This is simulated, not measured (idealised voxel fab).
Title: Process Module voxel self aligned contacts
Xsec cut, 265 nm wide, square cell size 5 nm.
Square cells in a grid make up a cross-section in this document, and the grid is given as bands, listed from the top down, each one or more rows of cells. Look at the band entry: it leads with the top's height and the bottom's height in nm. Then it lists the materials left to right, with a width in nm for each. The word "throughout" on a single material says that material fills the band edge to edge. The word "blank" is empty space. Zero point of the height axis is 0; under it, received wafer = one material. Lowest band: continues down indefinitely, "0 and below". It should be noted that a width expressed as "30 to 40" varies in equal increments from row to row of cells within the band, taking the value of the first number at the top row and that of the second number at the bottom row. "no change occurred" -> step changed no cross-section cell. "Closed void register": sealed empty spaces, 8 cells or more, no open way to top, listed width x height at distance, with distance from the left edge and width, height and distance in nm. If you see something after the settings on a step's line, that's the simulator's own remark about that step. "overlay nm" answers the question of how far to the right of plan the mask lay on a step that has a mask, and when it is negative the answer is to the left.
So here's the lineup of process steps we planned
1. op RECEIVE | material Si
2. op OXIDIZE | depth nm 5
3. op DIRECTIONAL_DEP | material polySi | thk nm 20
4. op DIRECTIONAL_DEP | material SiN | thk nm 20
5. op MASKED_ETCH | tone cover | mask id GATE | width nm 35 | pitch nm 60 | etch materials SiN | depth nm 20 | overlay nm 0
6. op MASKED_ETCH | tone cover | mask id GATE | width nm 35 | pitch nm 60 | etch materials polySi | depth nm 20 | overlay nm 0
7. op CONFORMAL_DEP | material SiN | thk nm 5
8. op DIRECTIONAL_ETCH | etch materials SiN | depth nm 5
9. op FILL_DEP | material SiO2 | thk nm 10
10. op CMP | height nm 45
11. op PATTERN | tone open | mask id CONTACT | material resist | width nm 45 | thk nm 20 | overlay nm 0
12. op DIRECTIONAL_ETCH | etch materials SiO2 | depth nm 50
13. op STRIP | etch materials resist
14. op CONFORMAL_DEP | material TiN | thk nm 5
15. op FILL_DEP | material W | thk nm 10
16. op CMP | height nm 45
17. op CONFORMAL_DEP | material SiN | thk nm 5
As received (post step 1): cross-section
	0 and below  Si throughout
	Closed void register: none
First of two wafers: cross-section at end of module, run per plan
	50 down to 45  SiN throughout
	45 down to 40  110 nm SiO2; 20 nm TiN; 5 nm W; 20 nm TiN; 110 nm SiO2
	40 down to 20  80 nm SiO2; 45 nm SiN; 5 nm TiN; 5 nm W; 5 nm TiN; 45 nm SiN; 80 nm SiO2
	20 down to 0  80 nm SiO2; 5 nm SiN; 35 nm polySi; 5 nm SiN; 5 nm TiN; 5 nm W; 5 nm TiN; 5 nm SiN; 35 nm polySi; 5 nm SiN; 80 nm SiO2
	0 down to -5  125 nm SiO2; 15 nm TiN; 125 nm SiO2
	-5 and below  Si throughout
	Closed void register: none
This cross-section belongs to the second wafer of two at the end of the module; the start and the plan were shared with the first, and the run included one mistake
	55 down to 50  SiN throughout
	50 down to 45  115 nm TiN; 35 nm W; 115 nm TiN
	45 down to 40  110 nm SiO2; 20 nm TiN; 5 nm W; 20 nm TiN; 110 nm SiO2
	40 down to 20  80 nm SiO2; 45 nm SiN; 5 nm TiN; 5 nm W; 5 nm TiN; 45 nm SiN; 80 nm SiO2
	20 down to 0  80 nm SiO2; 5 nm SiN; 35 nm polySi; 5 nm SiN; 5 nm TiN; 5 nm W; 5 nm TiN; 5 nm SiN; 35 nm polySi; 5 nm SiN; 80 nm SiO2
	0 down to -5  125 nm SiO2; 15 nm TiN; 125 nm SiO2
	-5 and below  Si throughout
	Closed void register: none
Want to know what went wrong? step 16 ran differently from the plan; actual operation with settings: op CMP | height nm 50
Per the end-of-run cell counts, the second wafer holds more or fewer of some materials than the first: 46 more of TiN; 7 more of W
